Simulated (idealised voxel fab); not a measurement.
A process module follows: voxel transistor to metal.
cross-section cut | 265 nm wide | cells 5 nm
Think of the cross-section as a grid of square cells. We describe it in bands, top to bottom, and each band covers one or more rows of those cells. Each band's line starts with the height of the band's top and of its bottom, in nm. Then come its materials from left to right, each with its width in nm. One material with "throughout" fills the band from edge to edge. "empty" is empty space. Heights are expressed relative to 0, this being the level below which the as-received wafer comprises one material exclusively. The lowest band is unbounded in the downward direction and is denoted as in "top 0, no bottom". Think of "30->40" as a width that walks from the first number to the second as you go down the band, top row to bottom row, taking equal-sized steps from row to row. Key: "nothing altered" - step with no changed cell in the cross-section. Listed in "Cavities, sealed": every empty space of 8 or more cells without an open way to the top. Form: width x height at distance, the distance being from the left edge, all in nm. Heads up: the bit after the settings on a step's line is the simulator's remark on that step. Each step line may optionally specify "overlay nm", which for a step with a mask gives the rightward distance between the mask's planned place and where it lay, a negative value indicating the leftward direction.
PLANNED PROCESS STEPS
1. RECEIVE (material Si)
2. OXIDIZE (depth nm 5)
3. CONFORMAL_DEP (material SiN; thk nm 15)
4. MASKED_ETCH (tone cover; mask id ACTIVE; width nm 105; pitch nm 130; etch materials SiN; depth nm 15; overlay nm 0)
5. MASKED_ETCH (tone cover; mask id ACTIVE; width nm 105; pitch nm 130; etch materials SiO2; depth nm 5; overlay nm 0)
6. MASKED_ETCH (tone cover; mask id ACTIVE; width nm 105; pitch nm 130; etch materials Si; depth nm 30; overlay nm 0)
7. OXIDIZE (depth nm 5)
8. FILL_DEP (material SiO2; thk nm 5)
9. CMP (height nm 15)
10. SELECTIVE_ETCH (etch materials SiO2; depth nm 10)
11. STRIP (etch materials SiN)
12. SELECTIVE_ETCH (etch materials SiO2; depth nm 5)
13. OXIDIZE (depth nm 5)
14. DIRECTIONAL_DEP (material polySi; thk nm 20)
15. DIRECTIONAL_DEP (material SiCN; thk nm 15)
16. DIRECTIONAL_DEP (material aC; thk nm 15)
17. PATTERN (tone cover; mask id GATE; material resist; width nm 15; pitch nm 130; thk nm 35; overlay nm 0)
18. DIRECTIONAL_ETCH (etch materials aC; depth nm 15)
19. STRIP (etch materials resist)
20. DIRECTIONAL_ETCH (etch materials SiCN; depth nm 25)
21. DIRECTIONAL_ETCH (etch materials polySi; depth nm 30)
22. STRIP (etch materials aC)
23. CONFORMAL_DEP (material SiO2; thk nm 5)
24. DIRECTIONAL_ETCH (etch materials SiO2; depth nm 5)
25. CONFORMAL_DEP (material SiN; thk nm 10)
26. DIRECTIONAL_ETCH (etch materials SiN; depth nm 10)
27. DIRECTIONAL_ETCH (etch materials SiO2; depth nm 5)
28. DIRECTIONAL_ETCH (etch materials Si; depth nm 15)
29. EPI (material SiGe; thk nm 15)
30. FILL_DEP (material SiO2; thk nm 10)
31. CMP (height nm 30)
32. DIRECTIONAL_DEP (material SiO2; thk nm 10)
33. DIRECTIONAL_DEP (material aC; thk nm 15)
34. PATTERN (tone open; mask id CONTACT; material resist; width nm 35; thk nm 35; overlay nm 0)
35. DIRECTIONAL_ETCH (etch materials aC; depth nm 15)
36. STRIP (etch materials resist)
37. DIRECTIONAL_ETCH (etch materials SiO2; depth nm 35)
38. STRIP (etch materials aC)
39. CONFORMAL_DEP (material TiN; thk nm 5)
40. FILL_DEP (material Ru; thk nm 10)
41. CMP (height nm 40)
42. CONFORMAL_DEP (material SiN; thk nm 5)
43. DIRECTIONAL_DEP (material SiO2; thk nm 20)
44. MASKED_ETCH (tone open; mask id METAL_1; width nm 20; etch materials SiO2; depth nm 20; overlay nm 0)
45. MASKED_ETCH (tone open; mask id METAL_1; width nm 20; etch materials SiN; depth nm 5; overlay nm 0)
46. CONFORMAL_DEP (material TiN; thk nm 5)
47. FILL_DEP (material Cu; thk nm 10)
48. CMP (height nm 65)
49. CONFORMAL_DEP (material SiCN; thk nm 5)
THIS IS THE CROSS-SECTION OF THE WAFER AS WE RECEIVED IT, I.E. AFTER STEP 1
- top 0, no bottom | Si throughout
- Cavities, sealed: none
THE FIRST OF THE TWO WAFERS AS SEEN IN CROSS-SECTION ONCE THE MODULE WAS FINISHED; PROCESSING FOLLOWED THE PLAN
- top 70, bottom 65 | SiCN throughout
- top 65, bottom 45 | 20 of SiO2, 5 of TiN, 10 of Cu, 5 of TiN, 55 of SiO2, 5 of TiN, 10 of Cu, 5 of TiN, 35 of SiO2, 5 of TiN, 10 of Cu, 5 of TiN, 55 of SiO2, 5 of TiN, 10 of Cu, 5 of TiN, 20 of SiO2
- top 45, bottom 40 | 20 of SiN, 20 of TiN, 55 of SiN, 20 of TiN, 35 of SiN, 20 of TiN, 55 of SiN, 20 of TiN, 20 of SiN
- top 40, bottom 30 | 20 of SiO2, 5 of TiN, 25->15 of Ru, 5->15 of TiN, 25 of SiO2, 5->15 of TiN, 25->15 of Ru, 5 of TiN, 35 of SiO2, 5 of TiN, 25->15 of Ru, 5->15 of TiN, 25 of SiO2, 5->15 of TiN, 25->15 of Ru, 5 of TiN, 20 of SiO2
- top 30, bottom 15 | 20 of SiO2, 5 of TiN, 15 of Ru, 5 of TiN, 10 of SiN, 5 of SiO2, 15 of SiCN, 5 of SiO2, 10 of SiN, 5 of TiN, 15 of Ru, 5 of TiN, 35 of SiO2, 5 of TiN, 15 of Ru, 5 of TiN, 10 of SiN, 5 of SiO2, 15 of SiCN, 5 of SiO2, 10 of SiN, 5 of TiN, 15 of Ru, 5 of TiN, 20 of SiO2
- top 15, bottom 10 | 20 of SiO2, 5 of TiN, 15 of Ru, 5 of TiN, 10 of SiN, 5 of SiO2, 15 of polySi, 5 of SiO2, 10 of SiN, 5 of TiN, 15 of Ru, 5 of TiN, 35 of SiO2, 5 of TiN, 15 of Ru, 5 of TiN, 10 of SiN, 5 of SiO2, 15 of polySi, 5 of SiO2, 10 of SiN, 5 of TiN, 15 of Ru, 5 of TiN, 20 of SiO2
- top 10, bottom 5 | 20 of SiO2, 25 of TiN, 10 of SiN, 5 of SiO2, 15 of polySi, 5 of SiO2, 10 of SiN, 25 of TiN, 35 of SiO2, 25 of TiN, 10 of SiN, 5 of SiO2, 15 of polySi, 5 of SiO2, 10 of SiN, 25 of TiN, 20 of SiO2
- top 5, bottom 0 | 20 of SiO2, 25 of SiGe, 10 of SiN, 5 of SiO2, 15 of polySi, 5 of SiO2, 10 of SiN, 25 of SiGe, 35 of SiO2, 25 of SiGe, 10 of SiN, 5 of SiO2, 15 of polySi, 5 of SiO2, 10 of SiN, 25 of SiGe, 20 of SiO2
- top 0, bottom -5 | 15 of SiO2, 10 of SiN, 20 of SiGe, 10 of SiN, 5 of SiO2, 15 of polySi, 5 of SiO2, 10 of SiN, 20 of SiGe, 10 of SiN, 25 of SiO2, 10 of SiN, 20 of SiGe, 10 of SiN, 5 of SiO2, 15 of polySi, 5 of SiO2, 10 of SiN, 20 of SiGe, 10 of SiN, 15 of SiO2
- top -5, bottom -10 | 25 of SiO2, 20 of SiGe, 45 of SiO2, 20 of SiGe, 45 of SiO2, 20 of SiGe, 45 of SiO2, 20 of SiGe, 25 of SiO2
- top -10, bottom -25 | 20 of SiO2, 5 of Si, 20 of SiGe, 45 of Si, 20 of SiGe, 5 of Si, 35 of SiO2, 5 of Si, 20 of SiGe, 45 of Si, 20 of SiGe, 5 of Si, 20 of SiO2
- top -25, bottom -40 | 20 of SiO2, 95 of Si, 35 of SiO2, 95 of Si, 20 of SiO2
- top -40, no bottom | Si throughout
- Cavities, sealed: none
SECOND WAFER THROUGH THE MODULE, SECTIONED AT THE END: SAME BEGINNING AND SAME PLAN AS THE FIRST WAFER, WITH ONE MISTAKE IN CARRYING IT OUT
- top 70, bottom 65 | SiCN throughout
- top 65, bottom 60 | 20 of SiO2, 5 of TiN, 10 of Cu, 5 of TiN, 55 of SiO2, 5 of TiN, 10 of Cu, 5 of TiN, 35 of SiO2, 5 of TiN, 10 of Cu, 5 of TiN, 55 of SiO2, 5 of TiN, 10 of Cu, 5 of TiN, 20 of SiO2
- top 60, bottom 55 | 20 of SiN, 20 of TiN, 55 of SiN, 20 of TiN, 35 of SiN, 20 of TiN, 55 of SiN, 20 of TiN, 20 of SiN
- top 55, bottom 45 | Ru throughout
- top 45, bottom 40 | 25 of TiN, 25 of Ru, 35 of TiN, 25 of Ru, 45 of TiN, 25 of Ru, 35 of TiN, 25 of Ru, 25 of TiN
- top 40, bottom 30 | 20 of SiO2, 5 of TiN, 25->15 of Ru, 5->15 of TiN, 25 of SiO2, 5->15 of TiN, 25->15 of Ru, 5 of TiN, 35 of SiO2, 5 of TiN, 25->15 of Ru, 5->15 of TiN, 25 of SiO2, 5->15 of TiN, 25->15 of Ru, 5 of TiN, 20 of SiO2
- top 30, bottom 15 | 20 of SiO2, 5 of TiN, 15 of Ru, 5 of TiN, 10 of SiN, 5 of SiO2, 15 of SiCN, 5 of SiO2, 10 of SiN, 5 of TiN, 15 of Ru, 5 of TiN, 35 of SiO2, 5 of TiN, 15 of Ru, 5 of TiN, 10 of SiN, 5 of SiO2, 15 of SiCN, 5 of SiO2, 10 of SiN, 5 of TiN, 15 of Ru, 5 of TiN, 20 of SiO2
- top 15, bottom 10 | 20 of SiO2, 5 of TiN, 15 of Ru, 5 of TiN, 10 of SiN, 5 of SiO2, 15 of polySi, 5 of SiO2, 10 of SiN, 5 of TiN, 15 of Ru, 5 of TiN, 35 of SiO2, 5 of TiN, 15 of Ru, 5 of TiN, 10 of SiN, 5 of SiO2, 15 of polySi, 5 of SiO2, 10 of SiN, 5 of TiN, 15 of Ru, 5 of TiN, 20 of SiO2
- top 10, bottom 5 | 20 of SiO2, 25 of TiN, 10 of SiN, 5 of SiO2, 15 of polySi, 5 of SiO2, 10 of SiN, 25 of TiN, 35 of SiO2, 25 of TiN, 10 of SiN, 5 of SiO2, 15 of polySi, 5 of SiO2, 10 of SiN, 25 of TiN, 20 of SiO2
- top 5, bottom 0 | 20 of SiO2, 25 of SiGe, 10 of SiN, 5 of SiO2, 15 of polySi, 5 of SiO2, 10 of SiN, 25 of SiGe, 35 of SiO2, 25 of SiGe, 10 of SiN, 5 of SiO2, 15 of polySi, 5 of SiO2, 10 of SiN, 25 of SiGe, 20 of SiO2
- top 0, bottom -5 | 15 of SiO2, 10 of SiN, 20 of SiGe, 10 of SiN, 5 of SiO2, 15 of polySi, 5 of SiO2, 10 of SiN, 20 of SiGe, 10 of SiN, 25 of SiO2, 10 of SiN, 20 of SiGe, 10 of SiN, 5 of SiO2, 15 of polySi, 5 of SiO2, 10 of SiN, 20 of SiGe, 10 of SiN, 15 of SiO2
- top -5, bottom -10 | 25 of SiO2, 20 of SiGe, 45 of SiO2, 20 of SiGe, 45 of SiO2, 20 of SiGe, 45 of SiO2, 20 of SiGe, 25 of SiO2
- top -10, bottom -25 | 20 of SiO2, 5 of Si, 20 of SiGe, 45 of Si, 20 of SiGe, 5 of Si, 35 of SiO2, 5 of Si, 20 of SiGe, 45 of Si, 20 of SiGe, 5 of Si, 20 of SiO2
- top -25, bottom -40 | 20 of SiO2, 95 of Si, 35 of SiO2, 95 of Si, 20 of SiO2
- top -40, no bottom | Si throughout
- Cavities, sealed: none
Error vs. plan: step 41 of the plan did not run at all; it was left out
Cell-count delta at end, second wafer over first, by material: 24 fewer of Cu; 126 more of Ru; 111 fewer of SiO2; 9 more of TiN
